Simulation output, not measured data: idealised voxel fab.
Proc. module: voxel transistor to metal
FYI the section here is cut, 185 nm wide, cells are 5 nm squares.
A cross-section is a grid of square cells, given in bands from the top down. A band is one or more rows of cells. Basically the band line says how high the top is and how high the bottom is, in nm, and then what's in it from left to right, every material with its width in nm. Empty space shows up as "empty", and if a single material carries "all across" it runs the full band edge to edge. Height datum 0, below which the as-received substrate wafer is one material. Lowest band open at the bottom, running downward: "0 and below". Width: "30->40" (first number = top row, second number = bottom row, same change from row to row of cells). Where a step carries "same as before", the cross-section came out of it unchanged, cell for cell. "Enclosed cavities" - sealed voids, min. 8 cells, no opening to top; format: width x height at distance (distance from left edge; nm throughout). Anything after a step's settings on that line? It's the simulator's own note about the step. Regarding "overlay nm": on a step with a mask, it is the distance the mask lay to the right of its planned place; a negative value places it to the left.

Steps planned for the process:
- 1: RECEIVE [material Si]
- 2: OXIDIZE [depth nm 5]
- 3: CONFORMAL_DEP [material SiN] [thk nm 10]
- 4: MASKED_ETCH [tone cover] [mask id ACTIVE] [width nm 115] [etch materials SiN] [depth nm 10] [overlay nm 0]
- 5: MASKED_ETCH [tone cover] [mask id ACTIVE] [width nm 115] [etch materials SiO2] [depth nm 5] [overlay nm 0]
- 6: MASKED_ETCH [tone cover] [mask id ACTIVE] [width nm 115] [etch materials Si] [depth nm 35] [overlay nm 0]
- 7: OXIDIZE [depth nm 5]
- 8: FILL_DEP [material SiO2] [thk nm 10]
- 9: CMP [height nm 10]
- 10: SELECTIVE_ETCH [etch materials SiO2] [depth nm 10]
- 11: STRIP [etch materials SiN]
- 12: SELECTIVE_ETCH [etch materials SiO2] [depth nm 5]
- 13: OXIDIZE [depth nm 5]
- 14: DIRECTIONAL_DEP [material polySi] [thk nm 25]
- 15: DIRECTIONAL_DEP [material SiCN] [thk nm 15]
- 16: PATTERN [tone cover] [mask id GATE] [material resist] [width nm 35] [thk nm 20] [overlay nm 0]
- 17: DIRECTIONAL_ETCH [etch materials SiCN] [depth nm 25]
- 18: DIRECTIONAL_ETCH [etch materials polySi] [depth nm 35]
- 19: STRIP [etch materials resist]
- 20: CONFORMAL_DEP [material SiN] [thk nm 10]
- 21: DIRECTIONAL_ETCH [etch materials SiN] [depth nm 10]
- 22: DIRECTIONAL_ETCH [etch materials SiO2] [depth nm 5]
- 23: DIRECTIONAL_ETCH [etch materials Si] [depth nm 15]
- 24: EPI [material pSi] [thk nm 15]
- 25: FILL_DEP [material SiO2] [thk nm 10]
- 26: CMP [height nm 20]
- 27: STRIP [etch materials polySi]
- 28: SELECTIVE_ETCH [etch materials SiO2] [depth nm 5]
- 29: CONFORMAL_DEP [material HfO2] [thk nm 5]
- 30: CONFORMAL_DEP [material TiN] [thk nm 5]
- 31: FILL_DEP [material W] [thk nm 10]
- 32: CMP [height nm 15]
- 33: DIRECTIONAL_DEP [material SiO2] [thk nm 10]
- 34: PATTERN [tone open] [mask id CONTACT] [material resist] [width nm 15] [pitch nm 80] [thk nm 20] [overlay nm 0]
- 35: DIRECTIONAL_ETCH [etch materials SiO2] [depth nm 35]
- 36: STRIP [etch materials resist]
- 37: CONFORMAL_DEP [material TiN] [thk nm 5]
- 38: FILL_DEP [material W] [thk nm 5]
- 39: CMP [height nm 25]
- 40: CONFORMAL_DEP [material SiN] [thk nm 5]
- 41: DIRECTIONAL_DEP [material SiO2] [thk nm 15]
- 42: MASKED_ETCH [tone open] [mask id METAL_1] [width nm 15] [pitch nm 80] [etch materials SiO2] [depth nm 15] [overlay nm 0]
- 43: MASKED_ETCH [tone open] [mask id METAL_1] [width nm 15] [pitch nm 80] [etch materials SiN] [depth nm 5] [overlay nm 0]
- 44: CONFORMAL_DEP [material TiN] [thk nm 5]
- 45: FILL_DEP [material Cu] [thk nm 10]
- 46: CMP [height nm 45]
- 47: CONFORMAL_DEP [material SiCN] [thk nm 5]
- 48: DIRECTIONAL_DEP [material SiO2] [thk nm 30]
- 49: MASKED_ETCH [tone open] [mask id METAL_2] [width nm 15] [pitch nm 80] [etch materials SiO2] [depth nm 20] [overlay nm 0]
- 50: PATTERN [tone open] [mask id METAL_2_HOLES] [material resist] [width nm 15] [pitch nm 80] [thk nm 20] [overlay nm 0]
- 51: DIRECTIONAL_ETCH [etch materials SiO2] [depth nm 10]
- 52: DIRECTIONAL_ETCH [etch materials SiCN] [depth nm 5]
- 53: STRIP [etch materials resist]
- 54: CONFORMAL_DEP [material TiN] [thk nm 5]
- 55: FILL_DEP [material Cu] [thk nm 10]
- 56: CMP [height nm 80]
- 57: CONFORMAL_DEP [material SiN] [thk nm 5]

The first of the two wafers, which ran as planned:

Here's what the wafer looked like in cross-section when it arrived - that's after step 1:
* 0 and below  Si all across
* Enclosed cavities: none

Wafer after step 2 (cross-section):
* 0 down to -5  SiO2 all across
* Note: structure below -5 unchanged.

Wafer after step 3 (cross-section):
* 10 down to 0  SiN all across
* Note: structure below 0 unchanged.

Wafer after step 4 (cross-section):
* 10 down to 0  empty 35  SiN 115  empty 35
* Note: structure below 0 unchanged.

Wafer after step 5 (cross-section):
* 10 down to 0  empty 35  SiN 115  empty 35
* 0 down to -5  empty 35  SiO2 115  empty 35
* Note: structure below -5 unchanged.

Wafer after step 6 (cross-section):
* 10 down to 0  empty 35  SiN 115  empty 35
* 0 down to -5  empty 35  SiO2 115  empty 35
* -5 down to -40  empty 35  Si 115  empty 35
* Note: structure below -40 unchanged.

Wafer after step 7 (cross-section):
* 10 down to 0  empty 35  SiN 115  empty 35
* 0 down to -5  empty 35  SiO2 115  empty 35
* -5 down to -40  empty 35  SiO2 5  Si 105  SiO2 5  empty 35
* -40 down to -45  SiO2 40  Si 105  SiO2 40
* Note: structure below -45 unchanged.

Wafer after step 8 (cross-section):
* 20 down to 10  SiO2 all across
* 10 down to 0  SiO2 35  SiN 115  SiO2 35
* 0 down to -5  SiO2 all across
* -5 down to -45  SiO2 40  Si 105  SiO2 40
* Note: structure below -45 unchanged.

Wafer after step 9 (cross-section):
* 10 down to 0  SiO2 35  SiN 115  SiO2 35
* Note: structure below 0 unchanged.

Wafer after step 10 (cross-section):
* 10 down to 0  empty 35  SiN 115  empty 35
* Note: structure below 0 unchanged.

Wafer after step 11 (cross-section):
* 0 down to -5  SiO2 all across
* Note: structure below -5 unchanged.

Wafer after step 12 (cross-section):
* -5 down to -45  SiO2 40  Si 105  SiO2 40
* Note: structure below -45 unchanged.

Wafer after step 13 (cross-section):
* -5 down to -10  SiO2 all across
* Note: structure below -10 unchanged.

Wafer after step 14 (cross-section):
* 20 down to -5  polySi all across
* Note: structure below -5 unchanged.

Wafer after step 15 (cross-section):
* 35 down to 20  SiCN all across
* Note: structure below 20 unchanged.

Wafer after step 16 (cross-section):
* 55 down to 35  empty 75  resist 35  empty 75
* Note: structure below 35 unchanged.

Wafer after step 17 (cross-section):
* 55 down to 35  empty 75  resist 35  empty 75
* 35 down to 20  empty 75  SiCN 35  empty 75
* Note: structure below 20 unchanged.

Wafer after step 18 (cross-section):
* 55 down to 35  empty 75  resist 35  empty 75
* 35 down to 20  empty 75  SiCN 35  empty 75
* 20 down to -5  empty 75  polySi 35  empty 75
* Note: structure below -5 unchanged.

Wafer after step 19 (cross-section):
* 35 down to 20  empty 75  SiCN 35  empty 75
* Note: structure below 20 unchanged.

Wafer after step 20 (cross-section):
* 45 down to 35  empty 65  SiN 55  empty 65
* 35 down to 20  empty 65  SiN 10  SiCN 35  SiN 10  empty 65
* 20 down to 5  empty 65  SiN 10  polySi 35  SiN 10  empty 65
* 5 down to -5  SiN 75  polySi 35  SiN 75
* Note: structure below -5 unchanged.

Wafer after step 21 (cross-section):
* 35 down to 20  empty 65  SiN 10  SiCN 35  SiN 10  empty 65
* 20 down to -5  empty 65  SiN 10  polySi 35  SiN 10  empty 65
* Note: structure below -5 unchanged.

Wafer after step 22 (cross-section):
* 35 down to 20  empty 65  SiN 10  SiCN 35  SiN 10  empty 65
* 20 down to -5  empty 65  SiN 10  polySi 35  SiN 10  empty 65
* -5 down to -10  empty 65  SiO2 55  empty 65
* Note: structure below -10 unchanged.

Wafer after step 23 (cross-section):
* 35 down to 20  empty 65  SiN 10  SiCN 35  SiN 10  empty 65
* 20 down to -5  empty 65  SiN 10  polySi 35  SiN 10  empty 65
* -5 down to -10  empty 65  SiO2 55  empty 65
* -10 down to -25  SiO2 40  empty 25  Si 55  empty 25  SiO2 40
* Note: structure below -25 unchanged.

Wafer after step 24 (cross-section):
* 35 down to 20  empty 65  SiN 10  SiCN 35  SiN 10  empty 65
* 20 down to 5  empty 65  SiN 10  polySi 35  SiN 10  empty 65
* 5 down to -5  empty 50  pSi 15  SiN 10  polySi 35  SiN 10  pSi 15  empty 50
* -5 down to -10  empty 50  pSi 15  SiO2 55  pSi 15  empty 50
* -10 down to -25  SiO2 40  pSi 25  Si 55  pSi 25  SiO2 40
* Note: structure below -25 unchanged.

Wafer after step 25 (cross-section):
* 45 down to 35  SiO2 all across
* 35 down to 20  SiO2 65  SiN 10  SiCN 35  SiN 10  SiO2 65
* 20 down to 5  SiO2 65  SiN 10  polySi 35  SiN 10  SiO2 65
* 5 down to -5  SiO2 50  pSi 15  SiN 10  polySi 35  SiN 10  pSi 15  SiO2 50
* -5 down to -10  SiO2 50  pSi 15  SiO2 55  pSi 15  SiO2 50
* Note: structure below -10 unchanged.

Wafer after step 26 (cross-section):
* 20 down to 5  SiO2 65  SiN 10  polySi 35  SiN 10  SiO2 65
* Note: structure below 5 unchanged.

Wafer after step 27 (cross-section):
* 20 down to 5  SiO2 65  SiN 10  empty 35  SiN 10  SiO2 65
* 5 down to -5  SiO2 50  pSi 15  SiN 10  empty 35  SiN 10  pSi 15  SiO2 50
* Note: structure below -5 unchanged.

Wafer after step 28 (cross-section):
* 20 down to 15  empty 65  SiN 10  empty 35  SiN 10  empty 65
* 15 down to 5  SiO2 65  SiN 10  empty 35  SiN 10  SiO2 65
* 5 down to -5  SiO2 50  pSi 15  SiN 10  empty 35  SiN 10  pSi 15  SiO2 50
* -5 down to -10  SiO2 50  pSi 15  SiO2 5  empty 45  SiO2 5  pSi 15  SiO2 50
* Note: structure below -10 unchanged.

Wafer after step 29 (cross-section):
* 25 down to 20  empty 60  HfO2 20  empty 25  HfO2 20  empty 60
* 20 down to 15  HfO2 65  SiN 10  HfO2 5  empty 25  HfO2 5  SiN 10  HfO2 65
* 15 down to 5  SiO2 65  SiN 10  HfO2 5  empty 25  HfO2 5  SiN 10  SiO2 65
* 5 down to -5  SiO2 50  pSi 15  SiN 10  HfO2 5  empty 25  HfO2 5  SiN 10  pSi 15  SiO2 50
* -5 down to -10  SiO2 50  pSi 15  SiO2 5  HfO2 45  SiO2 5  pSi 15  SiO2 50
* Note: structure below -10 unchanged.

Wafer after step 30 (cross-section):
* 30 down to 25  empty 55  TiN 30  empty 15  TiN 30  empty 55
* 25 down to 20  TiN 60  HfO2 20  TiN 5  empty 15  TiN 5  HfO2 20  TiN 60
* 20 down to 15  HfO2 65  SiN 10  HfO2 5  TiN 5  empty 15  TiN 5  HfO2 5  SiN 10  HfO2 65
* 15 down to 5  SiO2 65  SiN 10  HfO2 5  TiN 5  empty 15  TiN 5  HfO2 5  SiN 10  SiO2 65
* 5 down to 0  SiO2 50  pSi 15  SiN 10  HfO2 5  TiN 5  empty 15  TiN 5  HfO2 5  SiN 10  pSi 15  SiO2 50
* 0 down to -5  SiO2 50  pSi 15  SiN 10  HfO2 5  TiN 25  HfO2 5  SiN 10  pSi 15  SiO2 50
* Note: structure below -5 unchanged.

Wafer after step 31 (cross-section):
* 40 down to 30  W all across
* 30 down to 25  W 55  TiN 30  W 15  TiN 30  W 55
* 25 down to 20  TiN 60  HfO2 20  TiN 5  W 15  TiN 5  HfO2 20  TiN 60
* 20 down to 15  HfO2 65  SiN 10  HfO2 5  TiN 5  W 15  TiN 5  HfO2 5  SiN 10  HfO2 65
* 15 down to 5  SiO2 65  SiN 10  HfO2 5  TiN 5  W 15  TiN 5  HfO2 5  SiN 10  SiO2 65
* 5 down to 0  SiO2 50  pSi 15  SiN 10  HfO2 5  TiN 5  W 15  TiN 5  HfO2 5  SiN 10  pSi 15  SiO2 50
* Note: structure below 0 unchanged.

Wafer after step 32 (cross-section):
* 15 down to 5  SiO2 65  SiN 10  HfO2 5  TiN 5  W 15  TiN 5  HfO2 5  SiN 10  SiO2 65
* Note: structure below 5 unchanged.

Wafer after step 33 (cross-section):
* 25 down to 15  SiO2 all across
* Note: structure below 15 unchanged.

Wafer after step 34 (cross-section):
* 45 down to 25  resist 45  empty 15  resist 65  empty 15  resist 45
* Note: structure below 25 unchanged.

Wafer after step 35 (cross-section):
* 45 down to 25  resist 45  empty 15  resist 65  empty 15  resist 45
* 25 down to 15  SiO2 45  empty 15  SiO2 65  empty 15  SiO2 45
* 15 down to 5  SiO2 45  empty 15  SiO2 5  SiN 10  HfO2 5  TiN 5  W 15  TiN 5  HfO2 5  SiN 10  SiO2 5  empty 15  SiO2 45
* 5 down to 0  SiO2 45  empty 5  pSi 15  SiN 10  HfO2 5  TiN 5  W 15  TiN 5  HfO2 5  SiN 10  pSi 15  empty 5  SiO2 45
* 0 down to -5  SiO2 45  empty 5  pSi 15  SiN 10  HfO2 5  TiN 25  HfO2 5  SiN 10  pSi 15  empty 5  SiO2 45
* -5 down to -10  SiO2 45  empty 5  pSi 15  SiO2 5  HfO2 45  SiO2 5  pSi 15  empty 5  SiO2 45
* Note: structure below -10 unchanged.

Wafer after step 36 (cross-section):
* 25 down to 15  SiO2 45  empty 15  SiO2 65  empty 15  SiO2 45
* Note: structure below 15 unchanged.

Wafer after step 37 (cross-section):
* 30 down to 25  TiN 50  empty 5  TiN 75  empty 5  TiN 50
* 25 down to 15  SiO2 45  TiN 5  empty 5  TiN 5  SiO2 65  TiN 5  empty 5  TiN 5  SiO2 45
* 15 down to 10  SiO2 45  TiN 5  empty 5  TiN 5  SiO2 5  SiN 10  HfO2 5  TiN 5  W 15  TiN 5  HfO2 5  SiN 10  SiO2 5  TiN 5  empty 5  TiN 5  SiO2 45
* 10 down to 5  SiO2 45  TiN 15  SiO2 5  SiN 10  HfO2 5  TiN 5  W 15  TiN 5  HfO2 5  SiN 10  SiO2 5  TiN 15  SiO2 45
* 5 down to 0  SiO2 45  TiN 5  pSi 15  SiN 10  HfO2 5  TiN 5  W 15  TiN 5  HfO2 5  SiN 10  pSi 15  TiN 5  SiO2 45
* 0 down to -5  SiO2 45  TiN 5  pSi 15  SiN 10  HfO2 5  TiN 25  HfO2 5  SiN 10  pSi 15  TiN 5  SiO2 45
* -5 down to -10  SiO2 45  TiN 5  pSi 15  SiO2 5  HfO2 45  SiO2 5  pSi 15  TiN 5  SiO2 45
* Note: structure below -10 unchanged.

Wafer after step 38 (cross-section):
* 35 down to 30  W all across
* 30 down to 25  TiN 50  W 5  TiN 75  W 5  TiN 50
* 25 down to 15  SiO2 45  TiN 5  W 5  TiN 5  SiO2 65  TiN 5  W 5  TiN 5  SiO2 45
* 15 down to 10  SiO2 45  TiN 5  W 5  TiN 5  SiO2 5  SiN 10  HfO2 5  TiN 5  W 15  TiN 5  HfO2 5  SiN 10  SiO2 5  TiN 5  W 5  TiN 5  SiO2 45
* Note: structure below 10 unchanged.

Wafer after step 39 (cross-section):
* 25 down to 15  SiO2 45  TiN 5  W 5  TiN 5  SiO2 65  TiN 5  W 5  TiN 5  SiO2 45
* Note: structure below 15 unchanged.

Wafer after step 40 (cross-section):
* 30 down to 25  SiN all across
* Note: structure below 25 unchanged.

Wafer after step 41 (cross-section):
* 45 down to 30  SiO2 all across
* Note: structure below 30 unchanged.

Wafer after step 42 (cross-section):
* 45 down to 30  SiO2 45  empty 15  SiO2 65  empty 15  SiO2 45
* Note: structure below 30 unchanged.

Wafer after step 43 (cross-section):
* 45 down to 30  SiO2 45  empty 15  SiO2 65  empty 15  SiO2 45
* 30 down to 25  SiN 45  empty 15  SiN 65  empty 15  SiN 45
* Note: structure below 25 unchanged.

Wafer after step 44 (cross-section):
* 50 down to 45  TiN 50  empty 5  TiN 75  empty 5  TiN 50
* 45 down to 30  SiO2 45  TiN 5  empty 5  TiN 5  SiO2 65  TiN 5  empty 5  TiN 5  SiO2 45
* 30 down to 25  SiN 45  TiN 15  SiN 65  TiN 15  SiN 45
* Note: structure below 25 unchanged.

Wafer after step 45 (cross-section):
* 60 down to 50  Cu all across
* 50 down to 45  TiN 50  Cu 5  TiN 75  Cu 5  TiN 50
* 45 down to 30  SiO2 45  TiN 5  Cu 5  TiN 5  SiO2 65  TiN 5  Cu 5  TiN 5  SiO2 45
* Note: structure below 30 unchanged.

Wafer after step 46 (cross-section):
* 45 down to 30  SiO2 45  TiN 5  Cu 5  TiN 5  SiO2 65  TiN 5  Cu 5  TiN 5  SiO2 45
* Note: structure below 30 unchanged.

Wafer after step 47 (cross-section):
* 50 down to 45  SiCN all across
* Note: structure below 45 unchanged.

Wafer after step 48 (cross-section):
* 80 down to 50  SiO2 all across
* Note: structure below 50 unchanged.

Wafer after step 49 (cross-section):
* 80 down to 60  SiO2 45  empty 15  SiO2 65  empty 15  SiO2 45
* Note: structure below 60 unchanged.

Wafer after step 50 (cross-section):
* 100 down to 80  resist 45  empty 15  resist 65  empty 15  resist 45
* Note: structure below 80 unchanged.

Wafer after step 51 (cross-section):
* 100 down to 80  resist 45  empty 15  resist 65  empty 15  resist 45
* 80 down to 50  SiO2 45  empty 15  SiO2 65  empty 15  SiO2 45
* Note: structure below 50 unchanged.

Wafer after step 52 (cross-section):
* 100 down to 80  resist 45  empty 15  resist 65  empty 15  resist 45
* 80 down to 50  SiO2 45  empty 15  SiO2 65  empty 15  SiO2 45
* 50 down to 45  SiCN 45  empty 15  SiCN 65  empty 15  SiCN 45
* Note: structure below 45 unchanged.

Wafer after step 53 (cross-section):
* 80 down to 50  SiO2 45  empty 15  SiO2 65  empty 15  SiO2 45
* Note: structure below 50 unchanged.

Wafer after step 54 (cross-section):
* 85 down to 80  TiN 50  empty 5  TiN 75  empty 5  TiN 50
* 80 down to 50  SiO2 45  TiN 5  empty 5  TiN 5  SiO2 65  TiN 5  empty 5  TiN 5  SiO2 45
* 50 down to 45  SiCN 45  TiN 15  SiCN 65  TiN 15  SiCN 45
* Note: structure below 45 unchanged.

Wafer after step 55 (cross-section):
* 95 down to 85  Cu all across
* 85 down to 80  TiN 50  Cu 5  TiN 75  Cu 5  TiN 50
* 80 down to 50  SiO2 45  TiN 5  Cu 5  TiN 5  SiO2 65  TiN 5  Cu 5  TiN 5  SiO2 45
* Note: structure below 50 unchanged.

Wafer after step 56 (cross-section):
* 80 down to 50  SiO2 45  TiN 5  Cu 5  TiN 5  SiO2 65  TiN 5  Cu 5  TiN 5  SiO2 45
* Note: structure below 50 unchanged.

Wafer after step 57 (cross-section):
* 85 down to 80  SiN all across
* Note: structure below 80 unchanged.

Wafer two of two - same starting point, same process plan, one mistake in execution; matches wafer one up to and including step 25:

Cross-section, second wafer, at the end time the plan gives for step 26:
* 15 down to 5  SiO2 65  SiN 10  polySi 35  SiN 10  SiO2 65
* Note: structure below 5 unchanged.

Cross-section, second wafer, at the end time the plan gives for step 27:
* 15 down to 5  SiO2 65  SiN 10  empty 35  SiN 10  SiO2 65
* 5 down to -5  SiO2 50  pSi 15  SiN 10  empty 35  SiN 10  pSi 15  SiO2 50
* Note: structure below -5 unchanged.

Cross-section, second wafer, at the end time the plan gives for step 28:
* 15 down to 10  empty 65  SiN 10  empty 35  SiN 10  empty 65
* 10 down to 5  SiO2 65  SiN 10  empty 35  SiN 10  SiO2 65
* 5 down to -5  SiO2 50  pSi 15  SiN 10  empty 35  SiN 10  pSi 15  SiO2 50
* -5 down to -10  SiO2 50  pSi 15  SiO2 5  empty 45  SiO2 5  pSi 15  SiO2 50
* Note: structure below -10 unchanged.

Cross-section, second wafer, at the end time the plan gives for step 29:
* 20 down to 15  empty 60  HfO2 20  empty 25  HfO2 20  empty 60
* 15 down to 10  HfO2 65  SiN 10  HfO2 5  empty 25  HfO2 5  SiN 10  HfO2 65
* 10 down to 5  SiO2 65  SiN 10  HfO2 5  empty 25  HfO2 5  SiN 10  SiO2 65
* 5 down to -5  SiO2 50  pSi 15  SiN 10  HfO2 5  empty 25  HfO2 5  SiN 10  pSi 15  SiO2 50
* -5 down to -10  SiO2 50  pSi 15  SiO2 5  HfO2 45  SiO2 5  pSi 15  SiO2 50
* Note: structure below -10 unchanged.

Cross-section, second wafer, at the end time the plan gives for step 30:
* 25 down to 20  empty 55  TiN 30  empty 15  TiN 30  empty 55
* 20 down to 15  TiN 60  HfO2 20  TiN 5  empty 15  TiN 5  HfO2 20  TiN 60
* 15 down to 10  HfO2 65  SiN 10  HfO2 5  TiN 5  empty 15  TiN 5  HfO2 5  SiN 10  HfO2 65
* 10 down to 5  SiO2 65  SiN 10  HfO2 5  TiN 5  empty 15  TiN 5  HfO2 5  SiN 10  SiO2 65
* 5 down to 0  SiO2 50  pSi 15  SiN 10  HfO2 5  TiN 5  empty 15  TiN 5  HfO2 5  SiN 10  pSi 15  SiO2 50
* 0 down to -5  SiO2 50  pSi 15  SiN 10  HfO2 5  TiN 25  HfO2 5  SiN 10  pSi 15  SiO2 50
* Note: structure below -5 unchanged.

Cross-section, second wafer, at the end time the plan gives for step 31:
* 35 down to 25  W all across
* 25 down to 20  W 55  TiN 30  W 15  TiN 30  W 55
* 20 down to 15  TiN 60  HfO2 20  TiN 5  W 15  TiN 5  HfO2 20  TiN 60
* 15 down to 10  HfO2 65  SiN 10  HfO2 5  TiN 5  W 15  TiN 5  HfO2 5  SiN 10  HfO2 65
* 10 down to 5  SiO2 65  SiN 10  HfO2 5  TiN 5  W 15  TiN 5  HfO2 5  SiN 10  SiO2 65
* 5 down to 0  SiO2 50  pSi 15  SiN 10  HfO2 5  TiN 5  W 15  TiN 5  HfO2 5  SiN 10  pSi 15  SiO2 50
* Note: structure below 0 unchanged.

Cross-section, second wafer, at the end time the plan gives for step 32:
* 15 down to 10  HfO2 65  SiN 10  HfO2 5  TiN 5  W 15  TiN 5  HfO2 5  SiN 10  HfO2 65
* Note: structure below 10 unchanged.

Cross-section, second wafer, at the end time the plan gives for step 33:
* 25 down to 15  SiO2 all across
* Note: structure below 15 unchanged.

Cross-section, second wafer, at the end time the plan gives for step 34:
* 45 down to 25  resist 45  empty 15  resist 65  empty 15  resist 45
* Note: structure below 25 unchanged.

Cross-section, second wafer, at the end time the plan gives for step 35:
* 45 down to 25  resist 45  empty 15  resist 65  empty 15  resist 45
* 25 down to 15  SiO2 45  empty 15  SiO2 65  empty 15  SiO2 45
* Note: structure below 15 unchanged.

Cross-section, second wafer, at the end time the plan gives for step 36:
* 25 down to 15  SiO2 45  empty 15  SiO2 65  empty 15  SiO2 45
* Note: structure below 15 unchanged.

Cross-section, second wafer, at the end time the plan gives for step 37:
* 30 down to 25  TiN 50  empty 5  TiN 75  empty 5  TiN 50
* 25 down to 20  SiO2 45  TiN 5  empty 5  TiN 5  SiO2 65  TiN 5  empty 5  TiN 5  SiO2 45
* 20 down to 15  SiO2 45  TiN 15  SiO2 65  TiN 15  SiO2 45
* Note: structure below 15 unchanged.

Cross-section, second wafer, at the end time the plan gives for step 38:
* 35 down to 30  W all across
* 30 down to 25  TiN 50  W 5  TiN 75  W 5  TiN 50
* 25 down to 20  SiO2 45  TiN 5  W 5  TiN 5  SiO2 65  TiN 5  W 5  TiN 5  SiO2 45
* Note: structure below 20 unchanged.

Cross-section, second wafer, at the end time the plan gives for step 39:
* 25 down to 20  SiO2 45  TiN 5  W 5  TiN 5  SiO2 65  TiN 5  W 5  TiN 5  SiO2 45
* Note: structure below 20 unchanged.

Cross-section, second wafer, at the end time the plan gives for step 40:
* 30 down to 25  SiN all across
* Note: structure below 25 unchanged.

Cross-section, second wafer, at the end time the plan gives for step 41:
* 45 down to 30  SiO2 all across
* Note: structure below 30 unchanged.

Cross-section, second wafer, at the end time the plan gives for step 42:
* 45 down to 30  SiO2 45  empty 15  SiO2 65  empty 15  SiO2 45
* Note: structure below 30 unchanged.

Cross-section, second wafer, at the end time the plan gives for step 43:
* 45 down to 30  SiO2 45  empty 15  SiO2 65  empty 15  SiO2 45
* 30 down to 25  SiN 45  empty 15  SiN 65  empty 15  SiN 45
* Note: structure below 25 unchanged.

Cross-section, second wafer, at the end time the plan gives for step 44:
* 50 down to 45  TiN 50  empty 5  TiN 75  empty 5  TiN 50
* 45 down to 30  SiO2 45  TiN 5  empty 5  TiN 5  SiO2 65  TiN 5  empty 5  TiN 5  SiO2 45
* 30 down to 25  SiN 45  TiN 15  SiN 65  TiN 15  SiN 45
* Note: structure below 25 unchanged.

Cross-section, second wafer, at the end time the plan gives for step 45:
* 60 down to 50  Cu all across
* 50 down to 45  TiN 50  Cu 5  TiN 75  Cu 5  TiN 50
* 45 down to 30  SiO2 45  TiN 5  Cu 5  TiN 5  SiO2 65  TiN 5  Cu 5  TiN 5  SiO2 45
* Note: structure below 30 unchanged.

Cross-section, second wafer, at the end time the plan gives for step 46:
* 45 down to 30  SiO2 45  TiN 5  Cu 5  TiN 5  SiO2 65  TiN 5  Cu 5  TiN 5  SiO2 45
* Note: structure below 30 unchanged.

Cross-section, second wafer, at the end time the plan gives for step 47:
* 50 down to 45  SiCN all across
* Note: structure below 45 unchanged.

Cross-section, second wafer, at the end time the plan gives for step 48:
* 80 down to 50  SiO2 all across
* Note: structure below 50 unchanged.

Cross-section, second wafer, at the end time the plan gives for step 49:
* 80 down to 60  SiO2 45  empty 15  SiO2 65  empty 15  SiO2 45
* Note: structure below 60 unchanged.

Cross-section, second wafer, at the end time the plan gives for step 50:
* 100 down to 80  resist 45  empty 15  resist 65  empty 15  resist 45
* Note: structure below 80 unchanged.

Cross-section, second wafer, at the end time the plan gives for step 51:
* 100 down to 80  resist 45  empty 15  resist 65  empty 15  resist 45
* 80 down to 50  SiO2 45  empty 15  SiO2 65  empty 15  SiO2 45
* Note: structure below 50 unchanged.

Cross-section, second wafer, at the end time the plan gives for step 52:
* 100 down to 80  resist 45  empty 15  resist 65  empty 15  resist 45
* 80 down to 50  SiO2 45  empty 15  SiO2 65  empty 15  SiO2 45
* 50 down to 45  SiCN 45  empty 15  SiCN 65  empty 15  SiCN 45
* Note: structure below 45 unchanged.

Cross-section, second wafer, at the end time the plan gives for step 53:
* 80 down to 50  SiO2 45  empty 15  SiO2 65  empty 15  SiO2 45
* Note: structure below 50 unchanged.

Cross-section, second wafer, at the end time the plan gives for step 54:
* 85 down to 80  TiN 50  empty 5  TiN 75  empty 5  TiN 50
* 80 down to 50  SiO2 45  TiN 5  empty 5  TiN 5  SiO2 65  TiN 5  empty 5  TiN 5  SiO2 45
* 50 down to 45  SiCN 45  TiN 15  SiCN 65  TiN 15  SiCN 45
* Note: structure below 45 unchanged.

Cross-section, second wafer, at the end time the plan gives for step 55:
* 95 down to 85  Cu all across
* 85 down to 80  TiN 50  Cu 5  TiN 75  Cu 5  TiN 50
* 80 down to 50  SiO2 45  TiN 5  Cu 5  TiN 5  SiO2 65  TiN 5  Cu 5  TiN 5  SiO2 45
* Note: structure below 50 unchanged.

Cross-section, second wafer, at the end time the plan gives for step 56:
* 80 down to 50  SiO2 45  TiN 5  Cu 5  TiN 5  SiO2 65  TiN 5  Cu 5  TiN 5  SiO2 45
* Note: structure below 50 unchanged.

Cross-section, second wafer, at the end time the plan gives for step 57:
* 85 down to 80  SiN all across
* Note: structure below 80 unchanged.
Short version of what went wrong: planned and actual differ for step 26; actual: CMP [height nm 15]
Looking at both finished wafers in cells, the second ends up ahead of or behind the first on some materials: HfO2: 26 more; SiO2: 8 fewer; TiN: 14 fewer; W: 4 fewer
